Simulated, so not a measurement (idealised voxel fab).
Process module under the name voxel spacer lines
For reference, the cross-section in this document is cut, with width 260 nm and square cells of 5 nm.
Cross-section, as written here: a square-cell grid given band by band from the top down, where a band holds one or more rows of cells.
Look at the band entry: it leads with the top's height and the bottom's height in nm. Then it lists the materials left to right, with a width in nm for each. The word "edge to edge" on a single material says that material fills the band edge to edge. The word "air" is empty space.
Below 0: as-received wafer, all one material; heights counted from there. Lowest band: no bottom, goes on down, written "0 and below".
Quick explanation for "30..40": the width changes in equal steps down the rows of cells, from the first number in the band's top row to the second number in its bottom row.
"nothing different", as given for a step, is the statement that not any cell of the cross-section underwent a change during that step.
You'll see "Entrapped void list" listing empty spaces that have no way open to the top, as long as they're 8 cells or more; the notation is width x height at distance, where the distance is from the left edge, and all of it is in nm.
It should be noted that, on the line of a given step, the content following the step's settings is a remark produced by the simulator itself with respect to that step.
overlay nm: how far to the right of its planned place the mask lay on this masked step (negative: to the left).
[List of planned process steps]
1. RECEIVE [material Si]
2. CONFORMAL_DEP [material SiO2] [thk nm 5]
3. DIRECTIONAL_DEP [material W] [thk nm 15]
4. DIRECTIONAL_DEP [material polySi] [thk nm 25]
5. PATTERN [tone cover] [mask id MANDREL] [material resist] [width nm 25] [pitch nm 80] [thk nm 30] [overlay nm 0]
6. DIRECTIONAL_ETCH [etch materials polySi] [depth nm 25]
7. STRIP [etch materials resist]
8. CONFORMAL_DEP [material SiN] [thk nm 15]
9. DIRECTIONAL_ETCH [etch materials SiN] [depth nm 15]
10. STRIP [etch materials polySi]
11. DIRECTIONAL_ETCH [etch materials W] [depth nm 15]
12. STRIP [etch materials SiN]
13. FILL_DEP [material lowk] [thk nm 5]
14. CMP [height nm 20]
[Below: the first of two wafers, run as planned]
[Incoming wafer, cross-sectional view, post step 1]
0 and below: Si edge to edge
Entrapped void list: none
[Cross-section of the wafer after step 2]
5 down to 0: SiO2 edge to edge
For the remainder of the cross-section, below 0, there is no change.
[Cross-section of the wafer after step 3]
20 down to 5: W edge to edge
For the remainder of the cross-section, below 5, there is no change.
[Cross-section of the wafer after step 4]
45 down to 20: polySi edge to edge
For the remainder of the cross-section, below 20, there is no change.
[Cross-section of the wafer after step 5]
75 down to 45: 75 nm air, then 25 nm resist, then 55 nm air, then 25 nm resist, then 80 nm air
For the remainder of the cross-section, below 45, there is no change.
[Cross-section of the wafer after step 6]
75 down to 45: 75 nm air, then 25 nm resist, then 55 nm air, then 25 nm resist, then 80 nm air
45 down to 20: 75 nm air, then 25 nm polySi, then 55 nm air, then 25 nm polySi, then 80 nm air
For the remainder of the cross-section, below 20, there is no change.
[Cross-section of the wafer after step 7]
45 down to 20: 75 nm air, then 25 nm polySi, then 55 nm air, then 25 nm polySi, then 80 nm air
For the remainder of the cross-section, below 20, there is no change.
[Cross-section of the wafer after step 8]
60 down to 45: 60 nm air, then 55 nm SiN, then 25 nm air, then 55 nm SiN, then 65 nm air
45 down to 35: 60 nm air, then 15 nm SiN, then 25 nm polySi, then 15 nm SiN, then 25 nm air, then 15 nm SiN, then 25 nm polySi, then 15 nm SiN, then 65 nm air
35 down to 20: 75 nm SiN, then 25 nm polySi, then 55 nm SiN, then 25 nm polySi, then 80 nm SiN
For the remainder of the cross-section, below 20, there is no change.
[Cross-section of the wafer after step 9]
45 down to 20: 60 nm air, then 15 nm SiN, then 25 nm polySi, then 15 nm SiN, then 25 nm air, then 15 nm SiN, then 25 nm polySi, then 15 nm SiN, then 65 nm air
For the remainder of the cross-section, below 20, there is no change.
[Cross-section of the wafer after step 10]
45 down to 20: 60 nm air, then 15 nm SiN, then 25 nm air, then 15 nm SiN, then 25 nm air, then 15 nm SiN, then 25 nm air, then 15 nm SiN, then 65 nm air
For the remainder of the cross-section, below 20, there is no change.
[Cross-section of the wafer after step 11]
45 down to 20: 60 nm air, then 15 nm SiN, then 25 nm air, then 15 nm SiN, then 25 nm air, then 15 nm SiN, then 25 nm air, then 15 nm SiN, then 65 nm air
20 down to 5: 60 nm air, then 15 nm W, then 25 nm air, then 15 nm W, then 25 nm air, then 15 nm W, then 25 nm air, then 15 nm W, then 65 nm air
For the remainder of the cross-section, below 5, there is no change.
[Cross-section of the wafer after step 12]
20 down to 5: 60 nm air, then 15 nm W, then 25 nm air, then 15 nm W, then 25 nm air, then 15 nm W, then 25 nm air, then 15 nm W, then 65 nm air
For the remainder of the cross-section, below 5, there is no change.
[Cross-section of the wafer after step 13]
25 down to 20: lowk edge to edge
20 down to 5: 60 nm lowk, then 15 nm W, then 25 nm lowk, then 15 nm W, then 25 nm lowk, then 15 nm W, then 25 nm lowk, then 15 nm W, then 65 nm lowk
For the remainder of the cross-section, below 5, there is no change.
[Cross-section of the wafer after step 14]
20 down to 5: 60 nm lowk, then 15 nm W, then 25 nm lowk, then 15 nm W, then 25 nm lowk, then 15 nm W, then 25 nm lowk, then 15 nm W, then 65 nm lowk
For the remainder of the cross-section, below 5, there is no change.
[Second wafer, same starting state and plan as the first, one mistake in the run, identical through step 4]
[Cross-section of the second wafer when, according to plan, step 5 should have finished]
75 down to 45: 65 nm air, then 25 nm resist, then 55 nm air, then 25 nm resist, then 90 nm air
For the remainder of the cross-section, below 45, there is no change.
[Cross-section of the second wafer when, according to plan, step 6 should have finished]
75 down to 45: 65 nm air, then 25 nm resist, then 55 nm air, then 25 nm resist, then 90 nm air
45 down to 20: 65 nm air, then 25 nm polySi, then 55 nm air, then 25 nm polySi, then 90 nm air
For the remainder of the cross-section, below 20, there is no change.
[Cross-section of the second wafer when, according to plan, step 7 should have finished]
45 down to 20: 65 nm air, then 25 nm polySi, then 55 nm air, then 25 nm polySi, then 90 nm air
For the remainder of the cross-section, below 20, there is no change.
[Cross-section of the second wafer when, according to plan, step 8 should have finished]
60 down to 45: 50 nm air, then 55 nm SiN, then 25 nm air, then 55 nm SiN, then 75 nm air
45 down to 35: 50 nm air, then 15 nm SiN, then 25 nm polySi, then 15 nm SiN, then 25 nm air, then 15 nm SiN, then 25 nm polySi, then 15 nm SiN, then 75 nm air
35 down to 20: 65 nm SiN, then 25 nm polySi, then 55 nm SiN, then 25 nm polySi, then 90 nm SiN
For the remainder of the cross-section, below 20, there is no change.
[Cross-section of the second wafer when, according to plan, step 9 should have finished]
45 down to 20: 50 nm air, then 15 nm SiN, then 25 nm polySi, then 15 nm SiN, then 25 nm air, then 15 nm SiN, then 25 nm polySi, then 15 nm SiN, then 75 nm air
For the remainder of the cross-section, below 20, there is no change.
[Cross-section of the second wafer when, according to plan, step 10 should have finished]
45 down to 20: 50 nm air, then 15 nm SiN, then 25 nm air, then 15 nm SiN, then 25 nm air, then 15 nm SiN, then 25 nm air, then 15 nm SiN, then 75 nm air
For the remainder of the cross-section, below 20, there is no change.
[Cross-section of the second wafer when, according to plan, step 11 should have finished]
45 down to 20: 50 nm air, then 15 nm SiN, then 25 nm air, then 15 nm SiN, then 25 nm air, then 15 nm SiN, then 25 nm air, then 15 nm SiN, then 75 nm air
20 down to 5: 50 nm air, then 15 nm W, then 25 nm air, then 15 nm W, then 25 nm air, then 15 nm W, then 25 nm air, then 15 nm W, then 75 nm air
For the remainder of the cross-section, below 5, there is no change.
[Cross-section of the second wafer when, according to plan, step 12 should have finished]
20 down to 5: 50 nm air, then 15 nm W, then 25 nm air, then 15 nm W, then 25 nm air, then 15 nm W, then 25 nm air, then 15 nm W, then 75 nm air
For the remainder of the cross-section, below 5, there is no change.
[Cross-section of the second wafer when, according to plan, step 13 should have finished]
25 down to 20: lowk edge to edge
20 down to 5: 50 nm lowk, then 15 nm W, then 25 nm lowk, then 15 nm W, then 25 nm lowk, then 15 nm W, then 25 nm lowk, then 15 nm W, then 75 nm lowk
For the remainder of the cross-section, below 5, there is no change.
[Cross-section of the second wafer when, according to plan, step 14 should have finished]
20 down to 5: 50 nm lowk, then 15 nm W, then 25 nm lowk, then 15 nm W, then 25 nm lowk, then 15 nm W, then 25 nm lowk, then 15 nm W, then 75 nm lowk
For the remainder of the cross-section, below 5, there is no change.
Want to know what went wrong? step 5 was not run as planned; what actually ran was PATTERN [tone cover] [mask id MANDREL] [material resist] [width nm 25] [pitch nm 80] [thk nm 30] [overlay nm -10]
Cell counts per material: same on both final wafers. Positions: different.
